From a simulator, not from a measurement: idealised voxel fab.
process module | voxel self aligned vias
cross-section cut | 165 nm wide | cells 5 nm
A cross-section is a grid of square cells, given in bands from the top down. A band is one or more rows of cells.
Each band's line starts with the height of the band's top and of its bottom, in nm. Then come its materials from left to right, each with its width in nm. One material with "throughout" fills the band from edge to edge. "air" is empty space.
Height 0 is the level under which the wafer as received is all one material. The lowest band goes on downwards, as in "0 down".
A width such as "30 to 40" changes by the same amount from each row of cells to the next, from the band's top row to its bottom row.
"no change" after a step means that no cell of the cross-section changed.
closed voids: empty space of 8 cells or more with no open way to the top, each as width x height at its distance from the left edge, in nm
after a step's settings: what the simulator itself notes on the step
overlay nm, on a step with a mask: how far to the right of its planned place the mask lay; to the left if negative
plan
1 op RECEIVE | material Si
2 op CONFORMAL_DEP | material SiO2 | thk nm 15
3 op CONFORMAL_DEP | material SiCN | thk nm 5
4 op DIRECTIONAL_DEP | material SiO2 | thk nm 20
5 op MASKED_ETCH | tone open | mask id LINES | width nm 20 | pitch nm 55 | etch materials SiO2 | depth nm 20 | overlay nm 0
6 op CONFORMAL_DEP | material TiN | thk nm 5
7 op FILL_DEP | material Ru | thk nm 5
8 op CMP | height nm 40
9 op SELECTIVE_ETCH | etch materials W Ru TiN | depth nm 5
10 op FILL_DEP | material SiN | thk nm 10
11 op CMP | height nm 40
12 op DIRECTIONAL_DEP | material SiO2 | thk nm 20
13 op DIRECTIONAL_DEP | material aC | thk nm 10
14 op PATTERN | tone open | mask id VIAS | material resist | width nm 30 | thk nm 30 | overlay nm 0
15 op DIRECTIONAL_ETCH | etch materials aC | depth nm 10
16 op STRIP | etch materials resist
17 op DIRECTIONAL_ETCH | etch materials SiO2 | depth nm 20
18 op DIRECTIONAL_ETCH | etch materials SiN | depth nm 5
19 op STRIP | etch materials aC
20 op CONFORMAL_DEP | material TiN | thk nm 5
21 op FILL_DEP | material Cu | thk nm 5
22 op CMP | height nm 60
23 op CONFORMAL_DEP | material SiCN | thk nm 5
first wafer, as planned
as received, after step 1
  0 down: Si throughout
  closed voids: none
after step 2
  15 to 0: SiO2 throughout
  below 0: unchanged
after step 3
  20 to 15: SiCN throughout
  below 15: unchanged
after step 4
  40 to 20: SiO2 throughout
  below 20: unchanged
after step 5
  40 to 20: SiO2 45 | air 20 | SiO2 35 | air 20 | SiO2 45
  below 20: unchanged
after step 6
  45 to 40: TiN 50 | air 10 | TiN 45 | air 10 | TiN 50
  40 to 25: SiO2 45 | TiN 5 | air 10 | TiN 5 | SiO2 35 | TiN 5 | air 10 | TiN 5 | SiO2 45
  25 to 20: SiO2 45 | TiN 20 | SiO2 35 | TiN 20 | SiO2 45
  below 20: unchanged
after step 7
  50 to 45: Ru throughout
  45 to 40: TiN 50 | Ru 10 | TiN 45 | Ru 10 | TiN 50
  40 to 25: SiO2 45 | TiN 5 | Ru 10 | TiN 5 | SiO2 35 | TiN 5 | Ru 10 | TiN 5 | SiO2 45
  below 25: unchanged
after step 8
  40 to 25: SiO2 45 | TiN 5 | Ru 10 | TiN 5 | SiO2 35 | TiN 5 | Ru 10 | TiN 5 | SiO2 45
  below 25: unchanged
after step 9
  40 to 35: SiO2 45 | air 20 | SiO2 35 | air 20 | SiO2 45
  below 35: unchanged
after step 10
  50 to 40: SiN throughout
  40 to 35: SiO2 45 | SiN 20 | SiO2 35 | SiN 20 | SiO2 45
  below 35: unchanged
after step 11
  40 to 35: SiO2 45 | SiN 20 | SiO2 35 | SiN 20 | SiO2 45
  below 35: unchanged
after step 12
  60 to 40: SiO2 throughout
  below 40: unchanged
after step 13
  70 to 60: aC throughout
  below 60: unchanged
after step 14
  100 to 70: resist 40 | air 30 | resist 95
  below 70: unchanged
after step 15
  90 to 70: resist 40 | air 30 | resist 95
  70 to 60: aC 40 | air 30 | aC 95
  below 60: unchanged
after step 16
  70 to 60: aC 40 | air 30 | aC 95
  below 60: unchanged
after step 17
  70 to 60: aC 40 | air 30 | aC 95
  60 to 40: SiO2 40 | air 30 | SiO2 95
  below 40: unchanged
after step 18
  70 to 60: aC 40 | air 30 | aC 95
  60 to 40: SiO2 40 | air 30 | SiO2 95
  40 to 35: SiO2 45 | air 20 | SiO2 35 | SiN 20 | SiO2 45
  below 35: unchanged
after step 19
  60 to 40: SiO2 40 | air 30 | SiO2 95
  below 40: unchanged
after step 20
  65 to 60: TiN 45 | air 20 | TiN 100
  60 to 45: SiO2 40 | TiN 5 | air 20 | TiN 5 | SiO2 95
  45 to 40: SiO2 40 | TiN 10 | air 10 | TiN 10 | SiO2 95
  40 to 35: SiO2 45 | TiN 20 | SiO2 35 | SiN 20 | SiO2 45
  below 35: unchanged
after step 21
  70 to 65: Cu throughout
  65 to 60: TiN 45 | Cu 20 | TiN 100
  60 to 45: SiO2 40 | TiN 5 | Cu 20 | TiN 5 | SiO2 95
  45 to 40: SiO2 40 | TiN 10 | Cu 10 | TiN 10 | SiO2 95
  below 40: unchanged
after step 22
  60 to 45: SiO2 40 | TiN 5 | Cu 20 | TiN 5 | SiO2 95
  below 45: unchanged
after step 23
  65 to 60: SiCN throughout
  below 60: unchanged
second wafer: like start, like plan, one mistake. Through step 2 it matches the first wafer
when step 3 should have ended: no change
when step 4 should have ended
  35 to 0: SiO2 throughout
  below 0: unchanged
when step 5 should have ended
  35 to 15: SiO2 45 | air 20 | SiO2 35 | air 20 | SiO2 45
  below 15: unchanged
when step 6 should have ended
  40 to 35: TiN 50 | air 10 | TiN 45 | air 10 | TiN 50
  35 to 20: SiO2 45 | TiN 5 | air 10 | TiN 5 | SiO2 35 | TiN 5 | air 10 | TiN 5 | SiO2 45
  20 to 15: SiO2 45 | TiN 20 | SiO2 35 | TiN 20 | SiO2 45
  below 15: unchanged
when step 7 should have ended
  45 to 40: Ru throughout
  40 to 35: TiN 50 | Ru 10 | TiN 45 | Ru 10 | TiN 50
  35 to 20: SiO2 45 | TiN 5 | Ru 10 | TiN 5 | SiO2 35 | TiN 5 | Ru 10 | TiN 5 | SiO2 45
  below 20: unchanged
when step 8 should have ended
  40 to 35: TiN 50 | Ru 10 | TiN 45 | Ru 10 | TiN 50
  below 35: unchanged
when step 9 should have ended
  35 to 20: SiO2 45 | TiN 5 | Ru 10 | TiN 5 | SiO2 35 | TiN 5 | Ru 10 | TiN 5 | SiO2 45
  below 20: unchanged
when step 10 should have ended
  45 to 35: SiN throughout
  below 35: unchanged
when step 11 should have ended
  40 to 35: SiN throughout
  below 35: unchanged
when step 12 should have ended
  60 to 40: SiO2 throughout
  below 40: unchanged
when step 13 should have ended
  70 to 60: aC throughout
  below 60: unchanged
when step 14 should have ended
  100 to 70: resist 40 | air 30 | resist 95
  below 70: unchanged
when step 15 should have ended
  90 to 70: resist 40 | air 30 | resist 95
  70 to 60: aC 40 | air 30 | aC 95
  below 60: unchanged
when step 16 should have ended
  70 to 60: aC 40 | air 30 | aC 95
  below 60: unchanged
when step 17 should have ended
  70 to 60: aC 40 | air 30 | aC 95
  60 to 40: SiO2 40 | air 30 | SiO2 95
  below 40: unchanged
when step 18 should have ended
  70 to 60: aC 40 | air 30 | aC 95
  60 to 40: SiO2 40 | air 30 | SiO2 95
  40 to 35: SiN 40 | air 30 | SiN 95
  below 35: unchanged
when step 19 should have ended
  60 to 40: SiO2 40 | air 30 | SiO2 95
  below 40: unchanged
when step 20 should have ended
  65 to 60: TiN 45 | air 20 | TiN 100
  60 to 40: SiO2 40 | TiN 5 | air 20 | TiN 5 | SiO2 95
  40 to 35: SiN 40 | TiN 30 | SiN 95
  below 35: unchanged
when step 21 should have ended
  70 to 65: Cu throughout
  65 to 60: TiN 45 | Cu 20 | TiN 100
  60 to 40: SiO2 40 | TiN 5 | Cu 20 | TiN 5 | SiO2 95
  below 40: unchanged
when step 22 should have ended
  60 to 40: SiO2 40 | TiN 5 | Cu 20 | TiN 5 | SiO2 95
  below 40: unchanged
when step 23 should have ended
  65 to 60: SiCN throughout
  below 60: unchanged
what went wrong: step 3 was left out
at the end the second wafer has, in cells: 2 more of Cu | 4 more of Ru | 33 fewer of SiCN | 23 more of SiN | 4 more of TiN
